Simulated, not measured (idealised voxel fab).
Documented hereafter: the process module known as voxel released beams.
For reference, the cross-section in this document is cut, with width 180 nm and square cells of 5 nm.
In this document a cross-section is written as a grid of square cells. It is given as a series of bands, listed from the top down, and a band is one or more rows of cells.
Heights first: top, then bottom, in nm. Then materials, left to right, each with a width in nm. "all across" on a single material: fills the band edge to edge. "air": empty space.
It should be noted that heights are counted from 0, beneath which the wafer as supplied is of one material throughout, and that the lowest band possesses no lower boundary but continues downward, as written in "0 down".
With a width like "30..40", each row of cells in the band differs from the next by the same amount, the top row carrying the first number and the bottom row the second.
Step note "identical to before" = no cross-section cell changed.
The entry titled "Trapped cavities" provides the empty spaces that have no open way to the top, restricted to those of 8 cells or more. Each is presented as width x height at distance, the distance being measured from the left edge, with all three in nm.
Whatever follows a step's settings on its line is a remark the simulator itself makes about that step.
overlay nm, on a step with a mask: how far to the right of its planned place the mask lay; to the left if negative
# These are the steps we planned for the process
| 1 | RECEIVE | material Si |
| 2 | CONFORMAL_DEP | material SiN | thk nm 5 |
| 3 | DIRECTIONAL_DEP | material SiO2 | thk nm 15 |
| 4 | DIRECTIONAL_DEP | material aC | thk nm 15 |
| 5 | PATTERN | tone open | mask id ANCHOR | material resist | width nm 25 | thk nm 30 | overlay nm 0 |
| 6 | DIRECTIONAL_ETCH | etch materials aC | depth nm 15 |
| 7 | STRIP | etch materials resist |
| 8 | DIRECTIONAL_ETCH | etch materials SiO2 | depth nm 15 |
| 9 | STRIP | etch materials aC |
| 10 | CONFORMAL_DEP | material polySi | thk nm 10 |
| 11 | DIRECTIONAL_DEP | material aC | thk nm 15 |
| 12 | PATTERN | tone cover | mask id BEAM | material resist | width nm 110 | thk nm 30 | overlay nm 0 |
| 13 | DIRECTIONAL_ETCH | etch materials aC | depth nm 15 |
| 14 | STRIP | etch materials resist |
| 15 | DIRECTIONAL_ETCH | etch materials polySi | depth nm 10 |
| 16 | STRIP | etch materials aC |
| 17 | STRIP | etch materials SiO2 |
# Cross-section of the wafer as it came to us, i.e., already through step 1
    0 down | Si all across
    Trapped cavities: none
# The following cross-section depicts the wafer upon conclusion of the module. Processing commenced from the starting condition illustrated above and adhered to the plan illustrated above, save for one mistake in execution
    30 to 20 | air 30 nm; polySi 110 nm; air 40 nm
    20 to 5 | air 40 nm; polySi 15 nm; air 125 nm
    5 to 0 | SiN all across
    0 down | Si all across
    Trapped cavities: none
What broke from the plan during processing? step 5 did not happen as planned, as run it was PATTERN | tone open | mask id ANCHOR | material resist | width nm 15 | thk nm 30 | overlay nm 0
